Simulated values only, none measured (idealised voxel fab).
process module | voxel gate over fins
cross-section cut | 230 nm wide | cells 5 nm
A cross-section is a grid of square cells, given in bands from the top down. A band is one or more rows of cells.
Each band's line starts with the height of the band's top and of its bottom, in nm. Then come its materials from left to right, each with its width in nm. One material with "throughout" fills the band from edge to edge. "air" is empty space.
Height 0 is the level under which the wafer as received is all one material. The lowest band goes on downwards, as in "0 down".
A width such as "30 to 40" changes by the same amount from each row of cells to the next, from the band's top row to its bottom row.
"no change" after a step means that no cell of the cross-section changed.
closed voids: empty space of 8 cells or more with no open way to the top, each as width x height at its distance from the left edge, in nm
after a step's settings: what the simulator itself notes on the step
overlay nm, on a step with a mask: how far to the right of its planned place the mask lay; to the left if negative
plan
1 op RECEIVE | material Si
2 op CONFORMAL_DEP | material SiN | thk nm 10
3 op MASKED_ETCH | tone cover | mask id FINS | width nm 15 | pitch nm 40 | etch materials SiN | depth nm 10 | overlay nm 0
4 op MASKED_ETCH | tone cover | mask id FINS | width nm 15 | pitch nm 40 | etch materials Si | depth nm 30 | overlay nm 0
5 op OXIDIZE | depth nm 5
6 op FILL_DEP | material SiO2 | thk nm 5
7 op CMP | height nm 10
8 op SELECTIVE_ETCH | etch materials SiO2 | depth nm 25
9 op STRIP | etch materials SiN
10 op CONFORMAL_DEP | material HfO2 | thk nm 5
11 op CONFORMAL_DEP | material TiN | thk nm 5
12 op FILL_DEP | material W | thk nm 10
13 op CMP | height nm 15
14 op CONFORMAL_DEP | material SiCN | thk nm 10
first wafer, as planned
as received, after step 1
  0 down: Si throughout
  closed voids: none
after step 2
  10 to 0: SiN throughout
  below 0: unchanged
after step 3
  10 to 0: air 85 | SiN 15 | air 25 | SiN 15 | air 90
  below 0: unchanged
after step 4
  10 to 0: air 85 | SiN 15 | air 25 | SiN 15 | air 90
  0 to -30: air 85 | Si 15 | air 25 | Si 15 | air 90
  below -30: unchanged
after step 5
  10 to 0: air 85 | SiN 15 | air 25 | SiN 15 | air 90
  0 to -30: air 85 | SiO2 5 | Si 5 | SiO2 5 | air 25 | SiO2 5 | Si 5 | SiO2 5 | air 90
  -30 to -35: SiO2 90 | Si 5 | SiO2 35 | Si 5 | SiO2 95
  below -35: unchanged
after step 6
  15 to 10: SiO2 throughout
  10 to 0: SiO2 85 | SiN 15 | SiO2 25 | SiN 15 | SiO2 90
  0 to -35: SiO2 90 | Si 5 | SiO2 35 | Si 5 | SiO2 95
  below -35: unchanged
after step 7
  10 to 0: SiO2 85 | SiN 15 | SiO2 25 | SiN 15 | SiO2 90
  below 0: unchanged
after step 8
  10 to 0: air 85 | SiN 15 | air 25 | SiN 15 | air 90
  0 to -15: air 90 | Si 5 | air 35 | Si 5 | air 95
  below -15: unchanged
after step 9
  0 to -15: air 90 | Si 5 | air 35 | Si 5 | air 95
  below -15: unchanged
after step 10
  5 to 0: air 85 | HfO2 15 | air 25 | HfO2 15 | air 90
  0 to -10: air 85 | HfO2 5 | Si 5 | HfO2 5 | air 25 | HfO2 5 | Si 5 | HfO2 5 | air 90
  -10 to -15: HfO2 90 | Si 5 | HfO2 35 | Si 5 | HfO2 95
  below -15: unchanged
after step 11
  10 to 5: air 80 | TiN 25 | air 15 | TiN 25 | air 85
  5 to 0: air 80 | TiN 5 | HfO2 15 | TiN 5 | air 15 | TiN 5 | HfO2 15 | TiN 5 | air 85
  0 to -5: air 80 | TiN 5 | HfO2 5 | Si 5 | HfO2 5 | TiN 5 | air 15 | TiN 5 | HfO2 5 | Si 5 | HfO2 5 | TiN 5 | air 85
  -5 to -10: TiN 85 | HfO2 5 | Si 5 | HfO2 5 | TiN 25 | HfO2 5 | Si 5 | HfO2 5 | TiN 90
  below -10: unchanged
after step 12
  20 to 10: W throughout
  10 to 5: W 80 | TiN 25 | W 15 | TiN 25 | W 85
  5 to 0: W 80 | TiN 5 | HfO2 15 | TiN 5 | W 15 | TiN 5 | HfO2 15 | TiN 5 | W 85
  0 to -5: W 80 | TiN 5 | HfO2 5 | Si 5 | HfO2 5 | TiN 5 | W 15 | TiN 5 | HfO2 5 | Si 5 | HfO2 5 | TiN 5 | W 85
  below -5: unchanged
after step 13
  15 to 10: W throughout
  below 10: unchanged
after step 14
  25 to 15: SiCN throughout
  below 15: unchanged
second wafer: like start, like plan, one mistake. Through step 2 it matches the first wafer
when step 3 should have ended
  10 to 0: SiN 85 | air 15 | SiN 25 | air 15 | SiN 90
  below 0: unchanged
when step 4 should have ended: no change
when step 5 should have ended
  10 to 0: SiN 85 | air 15 | SiN 25 | air 15 | SiN 90
  0 to -5: Si 80 | SiO2 25 | Si 15 | SiO2 25 | Si 85
  below -5: unchanged
when step 6 should have ended
  15 to 10: SiO2 throughout
  10 to 0: SiN 85 | SiO2 15 | SiN 25 | SiO2 15 | SiN 90
  below 0: unchanged
when step 7 should have ended
  10 to 0: SiN 85 | SiO2 15 | SiN 25 | SiO2 15 | SiN 90
  below 0: unchanged
when step 8 should have ended
  10 to 0: SiN 85 | air 15 | SiN 25 | air 15 | SiN 90
  0 to -5: Si 80 | air 25 | Si 15 | air 25 | Si 85
  below -5: unchanged
when step 9 should have ended
  0 to -5: Si 80 | air 25 | Si 15 | air 25 | Si 85
  below -5: unchanged
when step 10 should have ended
  5 to 0: HfO2 85 | air 15 | HfO2 25 | air 15 | HfO2 90
  0 to -5: Si 80 | HfO2 25 | Si 15 | HfO2 25 | Si 85
  below -5: unchanged
when step 11 should have ended
  10 to 5: TiN 90 | air 5 | TiN 35 | air 5 | TiN 95
  5 to 0: HfO2 85 | TiN 15 | HfO2 25 | TiN 15 | HfO2 90
  below 0: unchanged
when step 12 should have ended
  20 to 10: W throughout
  10 to 5: TiN 90 | W 5 | TiN 35 | W 5 | TiN 95
  below 5: unchanged
when step 13 should have ended
  15 to 10: W throughout
  below 10: unchanged
when step 14 should have ended
  25 to 15: SiCN throughout
  below 15: unchanged
what went wrong: step 3 ran as: op MASKED_ETCH | tone open | mask id FINS | width nm 15 | pitch nm 40 | etch materials SiN | depth nm 10 | overlay nm 0
at the end the second wafer has, in cells: 8 fewer of HfO2 | 298 more of Si | 176 fewer of SiO2 | 8 fewer of TiN | 106 fewer of W
